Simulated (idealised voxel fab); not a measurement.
Presented below is a process module, voxel spacer lines.
FYI the section here is cut, 270 nm wide, cells are 5 nm squares.
Square cells in a grid make up a cross-section in this document, and the grid is given as bands, listed from the top down, each one or more rows of cells. It is stipulated that each band's entry specify, in nanometres, the height of the top of the band and then that of its bottom, followed by the materials of the band in left-to-right sequence, each together with its width in nanometres. A single material marked by the word "throughout" is understood to fill the band from edge to edge; the word "blank" is understood to denote empty space. Convention: height 0 is the level below which the wafer, as received, is all one material. The lowest band does not terminate at the bottom but continues downward, represented as "0 and below". Quick explanation for "30..40": the width changes in equal steps down the rows of cells, from the first number in the band's top row to the second number in its bottom row. Reading "remained the same" for a step: not a cell of the cross-section changed in it. Basically, "Closed empty spaces" tells you about the enclosed voids: empty spaces with no open way to the top, 8 cells or bigger, each written width x height at distance, where distance is from the left edge, all in nm. Past the settings on a step's line: simulator remark, on that step. The "overlay nm" setting may appear on a step's line; for a step that uses a mask, it gives how far to the right of its planned position the mask lay, and a negative value indicates the left.
List of planned process steps
- 1: RECEIVE [material Si]
- 2: CONFORMAL_DEP [material Al2O3] [thk nm 5]
- 3: DIRECTIONAL_DEP [material SiN] [thk nm 15]
- 4: DIRECTIONAL_DEP [material aC] [thk nm 20]
- 5: PATTERN [tone cover] [mask id MANDREL] [material resist] [width nm 15] [pitch nm 70] [thk nm 25] [overlay nm 0]
- 6: DIRECTIONAL_ETCH [etch materials aC] [depth nm 20]
- 7: STRIP [etch materials resist]
- 8: CONFORMAL_DEP [material SiO2] [thk nm 10]
- 9: DIRECTIONAL_ETCH [etch materials SiO2] [depth nm 10]
- 10: STRIP [etch materials aC]
- 11: DIRECTIONAL_ETCH [etch materials SiN] [depth nm 15]
- 12: STRIP [etch materials SiO2]
- 13: FILL_DEP [material SiO2] [thk nm 10]
- 14: CMP [height nm 20]
Variable across wafers: step 5 width nm (plan value is that of the first wafer; starting state common to all).
Cross-section of the first incoming wafer of several, state after step 1
> 0 and below = Si throughout
> Closed empty spaces: none
Here is the cross-section of the first of several wafers at the end of the module, after its last step, step 14
> 20 down to 5 = 45 nm SiO2; 10 nm SiN; 15 nm SiO2; 10 nm SiN; 35 nm SiO2; 10 nm SiN; 15 nm SiO2; 10 nm SiN; 35 nm SiO2; 10 nm SiN; 15 nm SiO2; 10 nm SiN; 50 nm SiO2
> 5 down to 0 = Al2O3 throughout
> 0 and below = Si throughout
> Closed empty spaces: none
Final wafer of several, shown in cross-section at the end of the module
> 20 down to 5 = 35 nm SiO2; 10 nm SiN; 40 nm SiO2; 10 nm SiN; 10 nm SiO2; 10 nm SiN; 40 nm SiO2; 10 nm SiN; 10 nm SiO2; 10 nm SiN; 40 nm SiO2; 10 nm SiN; 35 nm SiO2
> 5 down to 0 = Al2O3 throughout
> 0 and below = Si throughout
> Closed empty spaces: none
Rows = wafers. At module end, each row lists per material the cells gained (+) or lost (-) since the wafer was received, then the closed voids
width nm 15 | +54 Al2O3 | +36 SiN | +126 SiO2 | Closed empty spaces: none
width nm 20 | +54 Al2O3 | +36 SiN | +126 SiO2 | Closed empty spaces: none
width nm 25 | +54 Al2O3 | +36 SiN | +126 SiO2 | Closed empty spaces: none
width nm 30 | +54 Al2O3 | +36 SiN | +126 SiO2 | Closed empty spaces: none
width nm 35 | +54 Al2O3 | +36 SiN | +126 SiO2 | Closed empty spaces: none
width nm 40 | +54 Al2O3 | +36 SiN | +126 SiO2 | Closed empty spaces: none
